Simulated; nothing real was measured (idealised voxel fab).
This section sets out a process module, namely voxel spacer lines.
Square cells of 5 nm make up the cross-section cut, whose width is 190 nm.
A cross-section is a grid of square cells, given in bands from the top down. A band is one or more rows of cells. Band: top height; bottom height; in nm. Then, left to right: material with width in nm, for each material. "throughout": a single material spanning edge to edge. "air": empty space. The reference from which all heights are counted is 0, the level beneath which the as-received wafer is entirely one material; the lowest band, having no lower bound, proceeds downward and is written after the example "0..down". With a width like "30..40", each row of cells in the band differs from the next by the same amount, the top row carrying the first number and the bottom row the second. Take "same as before" at face value: in the step it is given for, the cross-section changed in none of its cells. "Unvented internal voids": empty spaces of 8 cells or more with no open way to the top, each given as width x height at distance, distance from the left edge, all in nm. Past the settings on a step's line: simulator remark, on that step. overlay nm: mask right of planned place by this much (step with mask). Neg. = left.
PROCESS STEPS - PLAN
1. RECEIVE [material Si]
2. CONFORMAL_DEP [material Al2O3] [thk nm 10]
3. DIRECTIONAL_DEP [material polySi] [thk nm 10]
4. DIRECTIONAL_DEP [material aC] [thk nm 20]
5. PATTERN [tone cover] [mask id MANDREL] [material resist] [width nm 20] [pitch nm 70] [thk nm 25] [overlay nm 0]
6. DIRECTIONAL_ETCH [etch materials aC] [depth nm 20]
7. STRIP [etch materials resist]
8. CONFORMAL_DEP [material SiO2] [thk nm 15]
9. DIRECTIONAL_ETCH [etch materials SiO2] [depth nm 15]
10. STRIP [etch materials aC]
11. DIRECTIONAL_ETCH [etch materials polySi] [depth nm 10]
12. STRIP [etch materials SiO2]
13. FILL_DEP [material lowk] [thk nm 10]
14. CMP [height nm 20]
SO, THE FIRST OF OUR TWO WAFERS, RUN JUST AS WE PLANNED IT
AS-RECEIVED STATE OF THE WAFER IN CROSS-SECTION, EQUIVALENT TO POST-STEP 1
> 0..down = Si throughout
> Unvented internal voids: none
CROSS-SECTION: WAFER STATE AFTER STEP 2
> 10..0 = Al2O3 throughout
> Under the height 0 nothing was changed.
CROSS-SECTION: WAFER STATE AFTER STEP 3
> 20..10 = polySi throughout
> Under the height 10 nothing was changed.
CROSS-SECTION: WAFER STATE AFTER STEP 4
> 40..20 = aC throughout
> Under the height 20 nothing was changed.
CROSS-SECTION: WAFER STATE AFTER STEP 5
> 65..40 = 15 nm air  20 nm resist  50 nm air  20 nm resist  50 nm air  20 nm resist  15 nm air
> Under the height 40 nothing was changed.
CROSS-SECTION: WAFER STATE AFTER STEP 6
> 45..40 = 15 nm air  20 nm resist  50 nm air  20 nm resist  50 nm air  20 nm resist  15 nm air
> 40..20 = 15 nm air  20 nm aC  50 nm air  20 nm aC  50 nm air  20 nm aC  15 nm air
> Under the height 20 nothing was changed.
CROSS-SECTION: WAFER STATE AFTER STEP 7
> 40..20 = 15 nm air  20 nm aC  50 nm air  20 nm aC  50 nm air  20 nm aC  15 nm air
> Under the height 20 nothing was changed.
CROSS-SECTION: WAFER STATE AFTER STEP 8
> 55..40 = 50 nm SiO2  20 nm air  50 nm SiO2  20 nm air  50 nm SiO2
> 40..35 = 15 nm SiO2  20 nm aC  15 nm SiO2  20 nm air  15 nm SiO2  20 nm aC  15 nm SiO2  20 nm air  15 nm SiO2  20 nm aC  15 nm SiO2
> 35..20 = 15 nm SiO2  20 nm aC  50 nm SiO2  20 nm aC  50 nm SiO2  20 nm aC  15 nm SiO2
> Under the height 20 nothing was changed.
CROSS-SECTION: WAFER STATE AFTER STEP 9
> 40..20 = 15 nm SiO2  20 nm aC  15 nm SiO2  20 nm air  15 nm SiO2  20 nm aC  15 nm SiO2  20 nm air  15 nm SiO2  20 nm aC  15 nm SiO2
> Under the height 20 nothing was changed.
CROSS-SECTION: WAFER STATE AFTER STEP 10
> 40..20 = 15 nm SiO2  20 nm air  15 nm SiO2  20 nm air  15 nm SiO2  20 nm air  15 nm SiO2  20 nm air  15 nm SiO2  20 nm air  15 nm SiO2
> Under the height 20 nothing was changed.
CROSS-SECTION: WAFER STATE AFTER STEP 11
> 40..20 = 15 nm SiO2  20 nm air  15 nm SiO2  20 nm air  15 nm SiO2  20 nm air  15 nm SiO2  20 nm air  15 nm SiO2  20 nm air  15 nm SiO2
> 20..10 = 15 nm polySi  20 nm air  15 nm polySi  20 nm air  15 nm polySi  20 nm air  15 nm polySi  20 nm air  15 nm polySi  20 nm air  15 nm polySi
> Under the height 10 nothing was changed.
CROSS-SECTION: WAFER STATE AFTER STEP 12
> 20..10 = 15 nm polySi  20 nm air  15 nm polySi  20 nm air  15 nm polySi  20 nm air  15 nm polySi  20 nm air  15 nm polySi  20 nm air  15 nm polySi
> Under the height 10 nothing was changed.
CROSS-SECTION: WAFER STATE AFTER STEP 13
> 30..20 = lowk throughout
> 20..10 = 15 nm polySi  20 nm lowk  15 nm polySi  20 nm lowk  15 nm polySi  20 nm lowk  15 nm polySi  20 nm lowk  15 nm polySi  20 nm lowk  15 nm polySi
> Under the height 10 nothing was changed.
CROSS-SECTION: WAFER STATE AFTER STEP 14
> 20..10 = 15 nm polySi  20 nm lowk  15 nm polySi  20 nm lowk  15 nm polySi  20 nm lowk  15 nm polySi  20 nm lowk  15 nm polySi  20 nm lowk  15 nm polySi
> Under the height 10 nothing was changed.
THE SECOND WAFER BEGAN EXACTLY AS THE FIRST DID AND FOLLOWED THE SAME PLAN, BUT ONE MISTAKE WAS MADE WHILE RUNNING IT; THROUGH STEP 4 INCLUSIVE, THE TWO WAFERS ARE IDENTICAL
AT THE PLANNED END OF STEP 5, THE SECOND WAFER IN CROSS-SECTION
> 65..40 = 20 nm air  15 nm resist  55 nm air  15 nm resist  55 nm air  15 nm resist  15 nm air
> Under the height 40 nothing was changed.
AT THE PLANNED END OF STEP 6, THE SECOND WAFER IN CROSS-SECTION
> 45..40 = 20 nm air  15 nm resist  55 nm air  15 nm resist  55 nm air  15 nm resist  15 nm air
> 40..20 = 20 nm air  15 nm aC  55 nm air  15 nm aC  55 nm air  15 nm aC  15 nm air
> Under the height 20 nothing was changed.
AT THE PLANNED END OF STEP 7, THE SECOND WAFER IN CROSS-SECTION
> 40..20 = 20 nm air  15 nm aC  55 nm air  15 nm aC  55 nm air  15 nm aC  15 nm air
> Under the height 20 nothing was changed.
AT THE PLANNED END OF STEP 8, THE SECOND WAFER IN CROSS-SECTION
> 55..40 = 5 nm air  45 nm SiO2  25 nm air  45 nm SiO2  25 nm air  45 nm SiO2
> 40..35 = 5 nm air  15 nm SiO2  15 nm aC  15 nm SiO2  25 nm air  15 nm SiO2  15 nm aC  15 nm SiO2  25 nm air  15 nm SiO2  15 nm aC  15 nm SiO2
> 35..20 = 20 nm SiO2  15 nm aC  55 nm SiO2  15 nm aC  55 nm SiO2  15 nm aC  15 nm SiO2
> Under the height 20 nothing was changed.
AT THE PLANNED END OF STEP 9, THE SECOND WAFER IN CROSS-SECTION
> 40..20 = 5 nm air  15 nm SiO2  15 nm aC  15 nm SiO2  25 nm air  15 nm SiO2  15 nm aC  15 nm SiO2  25 nm air  15 nm SiO2  15 nm aC  15 nm SiO2
> Under the height 20 nothing was changed.
AT THE PLANNED END OF STEP 10, THE SECOND WAFER IN CROSS-SECTION
> 40..20 = 5 nm air  15 nm SiO2  15 nm air  15 nm SiO2  25 nm air  15 nm SiO2  15 nm air  15 nm SiO2  25 nm air  15 nm SiO2  15 nm air  15 nm SiO2
> Under the height 20 nothing was changed.
AT THE PLANNED END OF STEP 11, THE SECOND WAFER IN CROSS-SECTION
> 40..20 = 5 nm air  15 nm SiO2  15 nm air  15 nm SiO2  25 nm air  15 nm SiO2  15 nm air  15 nm SiO2  25 nm air  15 nm SiO2  15 nm air  15 nm SiO2
> 20..10 = 5 nm air  15 nm polySi  15 nm air  15 nm polySi  25 nm air  15 nm polySi  15 nm air  15 nm polySi  25 nm air  15 nm polySi  15 nm air  15 nm polySi
> Under the height 10 nothing was changed.
AT THE PLANNED END OF STEP 12, THE SECOND WAFER IN CROSS-SECTION
> 20..10 = 5 nm air  15 nm polySi  15 nm air  15 nm polySi  25 nm air  15 nm polySi  15 nm air  15 nm polySi  25 nm air  15 nm polySi  15 nm air  15 nm polySi
> Under the height 10 nothing was changed.
AT THE PLANNED END OF STEP 13, THE SECOND WAFER IN CROSS-SECTION
> 30..20 = lowk throughout
> 20..10 = 5 nm lowk  15 nm polySi  15 nm lowk  15 nm polySi  25 nm lowk  15 nm polySi  15 nm lowk  15 nm polySi  25 nm lowk  15 nm polySi  15 nm lowk  15 nm polySi
> Under the height 10 nothing was changed.
AT THE PLANNED END OF STEP 14, THE SECOND WAFER IN CROSS-SECTION
> 20..10 = 5 nm lowk  15 nm polySi  15 nm lowk  15 nm polySi  25 nm lowk  15 nm polySi  15 nm lowk  15 nm polySi  25 nm lowk  15 nm polySi  15 nm lowk  15 nm polySi
> Under the height 10 nothing was changed.
Short version of what went wrong: rather than as planned, step 5 actually ran as PATTERN [tone cover] [mask id MANDREL] [material resist] [width nm 15] [pitch nm 70] [thk nm 25] [overlay nm 0]
At the end, each material covers as many cells on the second wafer as it does on the first, though the cells it covers are elsewhere.
